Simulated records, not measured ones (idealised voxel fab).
Process module heading - voxel ribs on slabs
Cross-section cut spans 210 nm and uses square cells 5 nm in size.
Cross-section format: a grid of square cells, given as bands from top to bottom; each band is one or more rows of cells. First you get the band's top height and its bottom height, in nm, and then the materials it's made of, left to right, with each width in nm. If you see a single material with "throughout", that one covers the band edge to edge. "empty" is empty space. The reference from which all heights are counted is 0, the level beneath which the as-received wafer is entirely one material; the lowest band, having no lower bound, proceeds downward and is written after the example "0 -> down". A width such as "30 to 40" changes by the same amount from each row of cells to the next, from the band's top row to its bottom row. You'll sometimes find "all unchanged" written for a step, and that's the way of saying that nowhere in the cross-section did a cell change during that step. What "Unvented internal voids" gives you is every empty space of 8 cells or more that is cut off from the top. Each appears as width x height at distance, with the distance taken from the left edge and width, height and distance all in nm. If you see something after the settings on a step's line, that's the simulator's own remark about that step. overlay nm: mask right of planned place by this much (step with mask). Neg. = left.
Intended process steps
| 1 | RECEIVE (material Si) |
| 2 | DIRECTIONAL_DEP (material SiO2; thk nm 25) |
| 3 | DIRECTIONAL_DEP (material SiN; thk nm 25) |
| 4 | MASKED_ETCH (tone cover; mask id RIB; width nm 15; etch materials SiN; depth nm 10; overlay nm 0) |
| 5 | PATTERN (tone cover; mask id SLAB; material resist; width nm 65; thk nm 15; overlay nm 0) |
| 6 | DIRECTIONAL_ETCH (etch materials SiN; depth nm 15) |
| 7 | STRIP (etch materials resist) |
| 8 | FILL_DEP (material SiO2; thk nm 25) |
| 9 | CMP (height nm 70) |
| 10 | DIRECTIONAL_DEP (material TiN; thk nm 5) |
| 11 | PATTERN (tone cover; mask id HEATER; material resist; width nm 25; thk nm 20; overlay nm 0) |
| 12 | DIRECTIONAL_ETCH (etch materials TiN; depth nm 5) |
| 13 | STRIP (etch materials resist) |
| 14 | CONFORMAL_DEP (material SiN; thk nm 10) |
On the first of the two wafers: run conducted according to plan
as received, after step 1
0 -> down | Si throughout
Unvented internal voids: none
Step 2 done - wafer cross-section
25 -> 0 | SiO2 throughout
Lower than 0, everything is as it was.
Step 3 done - wafer cross-section
50 -> 25 | SiN throughout
Lower than 25, everything is as it was.
Step 4 done - wafer cross-section
50 -> 40 | 95 empty; 15 SiN; 100 empty
Lower than 40, everything is as it was.
Step 5 done - wafer cross-section
65 -> 50 | 70 empty; 65 resist; 75 empty
50 -> 40 | 70 empty; 25 resist; 15 SiN; 25 resist; 75 empty
Lower than 40, everything is as it was.
Step 6 done - wafer cross-section
65 -> 50 | 70 empty; 65 resist; 75 empty
50 -> 40 | 70 empty; 25 resist; 15 SiN; 25 resist; 75 empty
40 -> 25 | 70 empty; 65 SiN; 75 empty
Lower than 25, everything is as it was.
Step 7 done - wafer cross-section
50 -> 40 | 95 empty; 15 SiN; 100 empty
Lower than 40, everything is as it was.
Step 8 done - wafer cross-section
75 -> 50 | SiO2 throughout
50 -> 40 | 95 SiO2; 15 SiN; 100 SiO2
40 -> 25 | 70 SiO2; 65 SiN; 75 SiO2
Lower than 25, everything is as it was.
Step 9 done - wafer cross-section
70 -> 50 | SiO2 throughout
Lower than 50, everything is as it was.
Step 10 done - wafer cross-section
75 -> 70 | TiN throughout
Lower than 70, everything is as it was.
Step 11 done - wafer cross-section
95 -> 75 | 90 empty; 25 resist; 95 empty
Lower than 75, everything is as it was.
Step 12 done - wafer cross-section
95 -> 75 | 90 empty; 25 resist; 95 empty
75 -> 70 | 90 empty; 25 TiN; 95 empty
Lower than 70, everything is as it was.
Step 13 done - wafer cross-section
75 -> 70 | 90 empty; 25 TiN; 95 empty
Lower than 70, everything is as it was.
Step 14 done - wafer cross-section
85 -> 80 | 80 empty; 45 SiN; 85 empty
80 -> 75 | SiN throughout
75 -> 70 | 90 SiN; 25 TiN; 95 SiN
Lower than 70, everything is as it was.
Second wafer - shared start and plan with the first - one error in running - same as the first up to step 1 inclusive
Second wafer cross-section, taken as of the time the plan sets for step 2 to be done
25 -> 0 | TiN throughout
Lower than 0, everything is as it was.
Second wafer cross-section, taken as of the time the plan sets for step 3 to be done
50 -> 25 | SiN throughout
Lower than 25, everything is as it was.
Second wafer cross-section, taken as of the time the plan sets for step 4 to be done
50 -> 40 | 95 empty; 15 SiN; 100 empty
Lower than 40, everything is as it was.
Second wafer cross-section, taken as of the time the plan sets for step 5 to be done
65 -> 50 | 70 empty; 65 resist; 75 empty
50 -> 40 | 70 empty; 25 resist; 15 SiN; 25 resist; 75 empty
Lower than 40, everything is as it was.
Second wafer cross-section, taken as of the time the plan sets for step 6 to be done
65 -> 50 | 70 empty; 65 resist; 75 empty
50 -> 40 | 70 empty; 25 resist; 15 SiN; 25 resist; 75 empty
40 -> 25 | 70 empty; 65 SiN; 75 empty
Lower than 25, everything is as it was.
Second wafer cross-section, taken as of the time the plan sets for step 7 to be done
50 -> 40 | 95 empty; 15 SiN; 100 empty
Lower than 40, everything is as it was.
Second wafer cross-section, taken as of the time the plan sets for step 8 to be done
75 -> 50 | SiO2 throughout
50 -> 40 | 95 SiO2; 15 SiN; 100 SiO2
40 -> 25 | 70 SiO2; 65 SiN; 75 SiO2
Lower than 25, everything is as it was.
Second wafer cross-section, taken as of the time the plan sets for step 9 to be done
70 -> 50 | SiO2 throughout
Lower than 50, everything is as it was.
Second wafer cross-section, taken as of the time the plan sets for step 10 to be done
75 -> 70 | TiN throughout
Lower than 70, everything is as it was.
Second wafer cross-section, taken as of the time the plan sets for step 11 to be done
95 -> 75 | 90 empty; 25 resist; 95 empty
Lower than 75, everything is as it was.
Second wafer cross-section, taken as of the time the plan sets for step 12 to be done
95 -> 75 | 90 empty; 25 resist; 95 empty
75 -> 70 | 90 empty; 25 TiN; 95 empty
Lower than 70, everything is as it was.
Second wafer cross-section, taken as of the time the plan sets for step 13 to be done
75 -> 70 | 90 empty; 25 TiN; 95 empty
Lower than 70, everything is as it was.
Second wafer cross-section, taken as of the time the plan sets for step 14 to be done
85 -> 80 | 80 empty; 45 SiN; 85 empty
80 -> 75 | SiN throughout
75 -> 70 | 90 SiN; 25 TiN; 95 SiN
Lower than 70, everything is as it was.
What broke from the plan during processing? the process deviated at step 2: the operation and settings actually run there were DIRECTIONAL_DEP (material TiN; thk nm 25)
The closing comparison, in cells, has the second wafer with more or fewer of some materials than the first: 210 fewer of SiO2 | 210 more of TiN
